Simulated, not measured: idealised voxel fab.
Module name: voxel self aligned contacts (process module)
The cross-section shown here is cut; it is 240 nm wide and divided into square cells measuring 5 nm on a side.
Just so we're on the same page, the cross-sections are grids of square cells, and they're listed out in bands top to bottom, each band one or more rows deep. Within each band entry, the heights of the top and of the bottom of the band appear first, in that order and in nm; the materials of the band then follow from left to right, each with its corresponding width in nm. The designation "everywhere" on a single material indicates that it fills the band from edge to edge; the designation "blank" indicates empty space. Note: height 0 marks the level under which the wafer is uniformly one material as received. Lowest band unbounded below, written "0 nm and below". Quick explanation for "30->40": the width changes in equal steps down the rows of cells, from the first number in the band's top row to the second number in its bottom row. For the purposes of this document, the phrase "nothing altered" attached to a step denotes that no cell within the cross-section was modified by that step. Each empty space that has no open way to the top and spans at least 8 cells appears under "Enclosed void entries" as width x height at distance, the distance counted from the left edge, all in nm. On each step's line, the part that comes after the settings is the simulator's own comment on the step. Steps that use a mask can have "overlay nm" on their line. It says how far the mask sat to the right of where it was meant to be. Negative means to the left.
### Below is the list of planned process steps
- 1: RECEIVE with material Si
- 2: CONFORMAL_DEP with material SiO2, thk nm 5
- 3: DIRECTIONAL_DEP with material polySi, thk nm 25
- 4: DIRECTIONAL_DEP with material SiN, thk nm 20
- 5: DIRECTIONAL_DEP with material aC, thk nm 10
- 6: PATTERN with tone cover, mask id GATE, material resist, width nm 35, pitch nm 75, thk nm 25, overlay nm 0
- 7: DIRECTIONAL_ETCH with etch materials aC, depth nm 10
- 8: STRIP with etch materials resist
- 9: DIRECTIONAL_ETCH with etch materials SiN, depth nm 20
- 10: DIRECTIONAL_ETCH with etch materials polySi, depth nm 25
- 11: STRIP with etch materials aC
- 12: CONFORMAL_DEP with material SiN, thk nm 10
- 13: DIRECTIONAL_ETCH with etch materials SiN, depth nm 10
- 14: FILL_DEP with material SiO2, thk nm 10
- 15: CMP with height nm 55
- 16: MASKED_ETCH with tone open, mask id CONTACT, width nm 60, etch materials SiO2, depth nm 55, overlay nm 0
- 17: CONFORMAL_DEP with material TiN, thk nm 5
- 18: FILL_DEP with material W, thk nm 5
- 19: CMP with height nm 55
- 20: CONFORMAL_DEP with material SiCN, thk nm 5
### So this is the incoming wafer in cross-section - it's already been through step 1
    0 nm and below | Si everywhere
    Enclosed void entries: none
### Post-module cross-section of the first of two wafers (run per plan)
    60 nm to 55 nm | SiCN everywhere
    55 nm to 50 nm | 90 of SiO2 / 25 of TiN / 10 of W / 25 of TiN / 90 of SiO2
    50 nm to 30 nm | 55 of SiO2 / 55 of SiN / 5 of TiN / 10 of W / 5 of TiN / 55 of SiN / 55 of SiO2
    30 nm to 5 nm | 55 of SiO2 / 10 of SiN / 35 of polySi / 10 of SiN / 5 of TiN / 10 of W / 5 of TiN / 10 of SiN / 35 of polySi / 10 of SiN / 55 of SiO2
    5 nm to 0 nm | 110 of SiO2 / 20 of TiN / 110 of SiO2
    0 nm and below | Si everywhere
    Enclosed void entries: none
### Here's the second of our two wafers sectioned at module end. Same start as the first, same plan, but one mistake got made running it
    60 nm to 55 nm | SiCN everywhere
    55 nm to 45 nm | 90 of SiO2 / 5->25 of TiN / 50->10 of W / 5->25 of TiN / 90 of SiO2
    45 nm to 25 nm | 55 of SiO2 / 55 of SiN / 5 of TiN / 10 of W / 5 of TiN / 55 of SiN / 55 of SiO2
    25 nm to 5 nm | 55 of SiO2 / 10 of SiN / 35 of polySi / 10 of SiN / 5 of TiN / 10 of W / 5 of TiN / 10 of SiN / 35 of polySi / 10 of SiN / 55 of SiO2
    5 nm to 0 nm | 55 of SiO2 / 10 of SiN / 35 of polySi / 10 of SiN / 20 of TiN / 10 of SiN / 35 of polySi / 10 of SiN / 55 of SiO2
    0 nm and below | Si everywhere
    Enclosed void entries: none
what went wrong: step 2 of the plan got skipped, so it never ran
at the end the second wafer has, in cells: -8 SiO2; +8 W
